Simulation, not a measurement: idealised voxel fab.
Process module in this document: voxel transistor to metal
Pictured: cross-section cut, 265 nm wide, on a grid of 5 nm square cells.
In this document a cross-section is written as a grid of square cells. It is given as a series of bands, listed from the top down, and a band is one or more rows of cells.
Within each band entry, the heights of the top and of the bottom of the band appear first, in that order and in nm; the materials of the band then follow from left to right, each with its corresponding width in nm. The designation "edge to edge" on a single material indicates that it fills the band from edge to edge; the designation "blank" indicates empty space.
Measure heights from 0. That's the level where, below it, the as-received wafer is all one material. The lowest band is bottomless and extends downward; write it as in "z 0 and below".
A two-number width, for instance "30 to 40", indicates that the width is equal to the first number in the top row of the band and to the second number in the bottom row, and that it changes by a constant amount per row of cells.
No cell of the cross-section changed in a step that is given as "nothing was modified".
In the "Enclosed void catalog" entry, you get each enclosed empty space of 8 cells or more, one with no open way to the top, written width x height at distance, distance from the left edge, in nm.
Whatever follows a step's settings on its line is a remark the simulator itself makes about that step.
overlay nm: mask offset rightward from planned place, masked step; negative means leftward offset.

### Process steps foreseen in the plan
1: RECEIVE (material Si)
2: OXIDIZE (depth nm 5)
3: CONFORMAL_DEP (material SiN; thk nm 10)
4: PATTERN (tone cover; mask id ACTIVE; material resist; width nm 100; pitch nm 125; thk nm 20; overlay nm 0)
5: DIRECTIONAL_ETCH (etch materials SiN; depth nm 10)
6: DIRECTIONAL_ETCH (etch materials SiO2; depth nm 5)
7: DIRECTIONAL_ETCH (etch materials Si; depth nm 20)
8: STRIP (etch materials resist)
9: OXIDIZE (depth nm 5)
10: FILL_DEP (material SiO2; thk nm 10)
11: CMP (height nm 10)
12: SELECTIVE_ETCH (etch materials SiO2; depth nm 10)
13: STRIP (etch materials SiN)
14: SELECTIVE_ETCH (etch materials SiO2; depth nm 5)
15: OXIDIZE (depth nm 5)
16: DIRECTIONAL_DEP (material polySi; thk nm 30)
17: DIRECTIONAL_DEP (material SiCN; thk nm 10)
18: MASKED_ETCH (tone cover; mask id GATE; width nm 20; pitch nm 125; etch materials SiCN; depth nm 20; overlay nm 0)
19: MASKED_ETCH (tone cover; mask id GATE; width nm 20; pitch nm 125; etch materials polySi; depth nm 40; overlay nm 0)
20: CONFORMAL_DEP (material SiN; thk nm 5)
21: DIRECTIONAL_ETCH (etch materials SiN; depth nm 5)
22: DIRECTIONAL_ETCH (etch materials SiO2; depth nm 5)
23: EPI (material nSi; thk nm 5)
24: FILL_DEP (material SiO2; thk nm 5)
25: CMP (height nm 35)
26: DIRECTIONAL_DEP (material SiO2; thk nm 15)
27: MASKED_ETCH (tone open; mask id CONTACT; width nm 15; etch materials SiO2; depth nm 55; overlay nm 0)
28: CONFORMAL_DEP (material TiN; thk nm 5)
29: FILL_DEP (material W; thk nm 10)
30: CMP (height nm 50)
31: CONFORMAL_DEP (material SiN; thk nm 5)
32: DIRECTIONAL_DEP (material lowk; thk nm 15)
33: PATTERN (tone open; mask id METAL_1; material resist; width nm 15; thk nm 15; overlay nm 0)
34: DIRECTIONAL_ETCH (etch materials lowk; depth nm 15)
35: DIRECTIONAL_ETCH (etch materials SiN; depth nm 5)
36: STRIP (etch materials resist)
37: CONFORMAL_DEP (material TiN; thk nm 5)
38: FILL_DEP (material Ru; thk nm 10)
39: CMP (height nm 70)
40: EPI (material Ru; thk nm 5)
41: FILL_DEP (material SiCN; thk nm 5)
42: DIRECTIONAL_DEP (material lowk; thk nm 35)
43: DIRECTIONAL_DEP (material aC; thk nm 15)
44: PATTERN (tone open; mask id METAL_2; material resist; width nm 15; pitch nm 125; thk nm 30; overlay nm 0)
45: DIRECTIONAL_ETCH (etch materials aC; depth nm 15)
46: STRIP (etch materials resist)
47: DIRECTIONAL_ETCH (etch materials lowk; depth nm 20)
48: STRIP (etch materials aC)
49: PATTERN (tone open; mask id METAL_2_HOLES; material resist; width nm 15; pitch nm 125; thk nm 15; overlay nm 0)
50: DIRECTIONAL_ETCH (etch materials lowk; depth nm 15)
51: DIRECTIONAL_ETCH (etch materials SiCN; depth nm 5)
52: STRIP (etch materials resist)
53: CONFORMAL_DEP (material TiN; thk nm 5)
54: FILL_DEP (material Ru; thk nm 5)
55: CMP (height nm 115)
56: CONFORMAL_DEP (material SiN; thk nm 5)

### Delivered wafer in cross-section: state after step 1
z 0 and below | Si edge to edge
Enclosed void catalog: none

### Cross-section taken at module completion on the first of two wafers; processed per the plan
z 120 to 115 | SiN edge to edge
z 115 to 80 | lowk 30 / TiN 5 / Ru 5 / TiN 5 / lowk 110 / TiN 5 / Ru 5 / TiN 5 / lowk 95
z 80 to 75 | SiCN 30 / TiN 15 / SiCN 110 / TiN 15 / SiCN 95
z 75 to 70 | SiCN 25 / Ru 25 / SiCN 40 / Ru 25 / SiCN 35 / Ru 25 / SiCN 40 / Ru 25 / SiCN 25
z 70 to 55 | lowk 30 / TiN 5 / Ru 5 / TiN 5 / lowk 50 / TiN 5 / Ru 5 / TiN 5 / lowk 45 / TiN 5 / Ru 5 / TiN 5 / lowk 50 / TiN 5 / Ru 5 / TiN 5 / lowk 30
z 55 to 50 | SiN 30 / TiN 15 / SiN 50 / TiN 15 / SiN 45 / TiN 15 / SiN 50 / TiN 15 / SiN 30
z 50 to 35 | SiO2 30 / TiN 5 / W 5 / TiN 5 / SiO2 50 / TiN 5 / W 5 / TiN 5 / SiO2 45 / TiN 5 / W 5 / TiN 5 / SiO2 50 / TiN 5 / W 5 / TiN 5 / SiO2 30
z 35 to 25 | SiO2 30 / TiN 5 / W 5 / TiN 5 / SiO2 10 / SiN 5 / SiCN 20 / SiN 5 / SiO2 10 / TiN 5 / W 5 / TiN 5 / SiO2 45 / TiN 5 / W 5 / TiN 5 / SiO2 10 / SiN 5 / SiCN 20 / SiN 5 / SiO2 10 / TiN 5 / W 5 / TiN 5 / SiO2 30
z 25 to 0 | SiO2 30 / TiN 5 / W 5 / TiN 5 / SiO2 10 / SiN 5 / polySi 20 / SiN 5 / SiO2 10 / TiN 5 / W 5 / TiN 5 / SiO2 45 / TiN 5 / W 5 / TiN 5 / SiO2 10 / SiN 5 / polySi 20 / SiN 5 / SiO2 10 / TiN 5 / W 5 / TiN 5 / SiO2 30
z 0 to -5 | SiO2 30 / TiN 15 / SiO2 10 / SiN 5 / polySi 20 / SiN 5 / SiO2 10 / TiN 15 / SiO2 45 / TiN 15 / SiO2 10 / SiN 5 / polySi 20 / SiN 5 / SiO2 10 / TiN 15 / SiO2 30
z -5 to -10 | SiO2 20 / nSi 35 / SiO2 30 / nSi 35 / SiO2 25 / nSi 35 / SiO2 30 / nSi 35 / SiO2 20
z -10 to -30 | SiO2 25 / Si 90 / SiO2 35 / Si 90 / SiO2 25
z -30 and below | Si edge to edge
Enclosed void catalog: none

### This is the second of the two wafers, cross-sectioned at the end of the module; it started exactly like the first and was given the same plan, but it was run with one mistake
z 120 to 115 | SiN edge to edge
z 115 to 80 | lowk 30 / TiN 5 / Ru 5 / TiN 5 / lowk 110 / TiN 5 / Ru 5 / TiN 5 / lowk 95
z 80 to 75 | SiCN 30 / TiN 15 / SiCN 110 / TiN 15 / SiCN 95
z 75 to 70 | SiCN 25 / Ru 25 / SiCN 40 / Ru 25 / SiCN 35 / Ru 25 / SiCN 40 / Ru 25 / SiCN 25
z 70 to 65 | SiN 30 / TiN 15 / SiN 50 / TiN 15 / SiN 45 / TiN 15 / SiN 50 / TiN 15 / SiN 30
z 65 to 55 | W edge to edge
z 55 to 50 | TiN 35 / W 5 / TiN 60 / W 5 / TiN 55 / W 5 / TiN 60 / W 5 / TiN 35
z 50 to 35 | SiO2 30 / TiN 5 / W 5 / TiN 5 / SiO2 50 / TiN 5 / W 5 / TiN 5 / SiO2 45 / TiN 5 / W 5 / TiN 5 / SiO2 50 / TiN 5 / W 5 / TiN 5 / SiO2 30
z 35 to 25 | SiO2 30 / TiN 5 / W 5 / TiN 5 / SiO2 10 / SiN 5 / SiCN 20 / SiN 5 / SiO2 10 / TiN 5 / W 5 / TiN 5 / SiO2 45 / TiN 5 / W 5 / TiN 5 / SiO2 10 / SiN 5 / SiCN 20 / SiN 5 / SiO2 10 / TiN 5 / W 5 / TiN 5 / SiO2 30
z 25 to 0 | SiO2 30 / TiN 5 / W 5 / TiN 5 / SiO2 10 / SiN 5 / polySi 20 / SiN 5 / SiO2 10 / TiN 5 / W 5 / TiN 5 / SiO2 45 / TiN 5 / W 5 / TiN 5 / SiO2 10 / SiN 5 / polySi 20 / SiN 5 / SiO2 10 / TiN 5 / W 5 / TiN 5 / SiO2 30
z 0 to -5 | SiO2 30 / TiN 15 / SiO2 10 / SiN 5 / polySi 20 / SiN 5 / SiO2 10 / TiN 15 / SiO2 45 / TiN 15 / SiO2 10 / SiN 5 / polySi 20 / SiN 5 / SiO2 10 / TiN 15 / SiO2 30
z -5 to -10 | SiO2 20 / nSi 35 / SiO2 30 / nSi 35 / SiO2 25 / nSi 35 / SiO2 30 / nSi 35 / SiO2 20
z -10 to -30 | SiO2 25 / Si 90 / SiO2 35 / Si 90 / SiO2 25
z -30 and below | Si edge to edge
Enclosed void catalog: none
Misprocessing identified: step 30 was dropped from the plan's execution and never run
End of process, cell counts, second wafer against first, materials with more or fewer: -12 Ru; +25 TiN; +110 W; -123 lowk
